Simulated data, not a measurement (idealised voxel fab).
voxel capacitor over wiring: a process module
Cross-sectional view cut (width: 300 nm; square cell size: 5 nm).
Cross-sections here: square-cell grids, written as top-down lists of bands, a band being one or more rows of cells.
Read a band's entry like this: the first values are the height of its top and the height of its bottom in nm, and what follows is the sequence of materials from left to right, each with its width in nm. Note that "empty" is empty space, and that a single material marked "edge to edge" reaches across the band from edge to edge.
The level at which height equals 0 is the one under which the wafer, as it arrives, is entirely one material. No lower edge exists for the bottom band, which continues downward and is notated as in "0 and below".
Read "30..40" as a graded width: first number on top, second number at the bottom, same change between each pair of neighbouring rows.
Reading "nothing altered" for a step: not a cell of the cross-section changed in it.
The label "Enclosed internal cavities" introduces a list of the empty spaces, 8 cells or larger, that have no open way up to the top; each entry in it reads width x height at distance, where the distance is taken from the left edge and all three are stated in nm.
Heads up: the bit after the settings on a step's line is the simulator's remark on that step.
"overlay nm" answers the question of how far to the right of plan the mask lay on a step that has a mask, and when it is negative the answer is to the left.
# Process steps - plan
1: RECEIVE: material Si
2: CONFORMAL_DEP: material SiO2, thk nm 15
3: DIRECTIONAL_DEP: material TiN, thk nm 5
4: DIRECTIONAL_DEP: material W, thk nm 20
5: MASKED_ETCH: tone cover, mask id METAL_1, width nm 20, pitch nm 85, etch materials W, depth nm 20, overlay nm 0
6: MASKED_ETCH: tone cover, mask id METAL_1, width nm 20, pitch nm 85, etch materials TiN, depth nm 5, overlay nm 0
7: CONFORMAL_DEP: material SiCN, thk nm 5
8: FILL_DEP: material lowk, thk nm 5
9: CMP: height nm 40
10: CONFORMAL_DEP: material SiCN, thk nm 5
11: DIRECTIONAL_DEP: material SiO2, thk nm 20
12: PATTERN: tone open, mask id PLUG_1, material resist, width nm 15, thk nm 20, overlay nm 0
13: DIRECTIONAL_ETCH: etch materials SiO2, depth nm 20
14: DIRECTIONAL_ETCH: etch materials SiCN, depth nm 5
15: STRIP: etch materials resist
16: CONFORMAL_DEP: material TiN, thk nm 5
17: FILL_DEP: material Cu, thk nm 10
18: CMP: height nm 65
19: DIRECTIONAL_DEP: material TiN, thk nm 10
20: DIRECTIONAL_DEP: material HfO2, thk nm 5
21: DIRECTIONAL_DEP: material TiN, thk nm 10
22: DIRECTIONAL_DEP: material aC, thk nm 15
23: PATTERN: tone cover, mask id UPPER_PLATE, material resist, width nm 70, thk nm 30, overlay nm 0
24: DIRECTIONAL_ETCH: etch materials aC, depth nm 15
25: STRIP: etch materials resist
26: DIRECTIONAL_ETCH: etch materials TiN, depth nm 10
27: DIRECTIONAL_ETCH: etch materials HfO2, depth nm 5
28: STRIP: etch materials aC
29: MASKED_ETCH: tone cover, mask id LOWER_PLATE, width nm 80, etch materials TiN, depth nm 10, overlay nm 0
30: FILL_DEP: material SiO2, thk nm 15
31: CMP: height nm 100
32: PATTERN: tone open, mask id PLUG_2, material resist, width nm 15, thk nm 20, overlay nm -15
33: DIRECTIONAL_ETCH: etch materials SiO2, depth nm 10
34: STRIP: etch materials resist
35: CONFORMAL_DEP: material TiN, thk nm 5
36: FILL_DEP: material W, thk nm 5
37: CMP: height nm 100
38: CONFORMAL_DEP: material SiCN, thk nm 5
varied across the wafers: overlay nm of step 32. The plan shows the first wafer's value. All wafers start alike
# Cross-sectional view of the first of several wafers in the as-received condition, corresponding to the state following step 1
* 0 and below: Si edge to edge
* Enclosed internal cavities: none
# Below is a per-wafer table. In it, each row describes the wafer at the end of the module by giving, for each material, the number of cells gained (+) or lost (-) since the wafer was received, and after that the closed voids of the wafer
overlay nm -15, +4 Cu, +14 HfO2, +185 SiCN, +748 SiO2, +84 TiN, +33 W, +192 lowk, Enclosed internal cavities: none
overlay nm -10, +4 Cu, +14 HfO2, +185 SiCN, +748 SiO2, +84 TiN, +33 W, +192 lowk, Enclosed internal cavities: none
overlay nm -5, +4 Cu, +14 HfO2, +185 SiCN, +748 SiO2, +84 TiN, +33 W, +192 lowk, Enclosed internal cavities: none
overlay nm 0, +4 Cu, +14 HfO2, +185 SiCN, +748 SiO2, +84 TiN, +33 W, +192 lowk, Enclosed internal cavities: none
overlay nm 5, +4 Cu, +14 HfO2, +185 SiCN, +748 SiO2, +84 TiN, +33 W, +192 lowk, Enclosed internal cavities: none
overlay nm 10, +4 Cu, +14 HfO2, +185 SiCN, +748 SiO2, +84 TiN, +33 W, +192 lowk, Enclosed internal cavities: none
overlay nm 15, +4 Cu, +14 HfO2, +185 SiCN, +748 SiO2, +84 TiN, +33 W, +192 lowk, Enclosed internal cavities: none
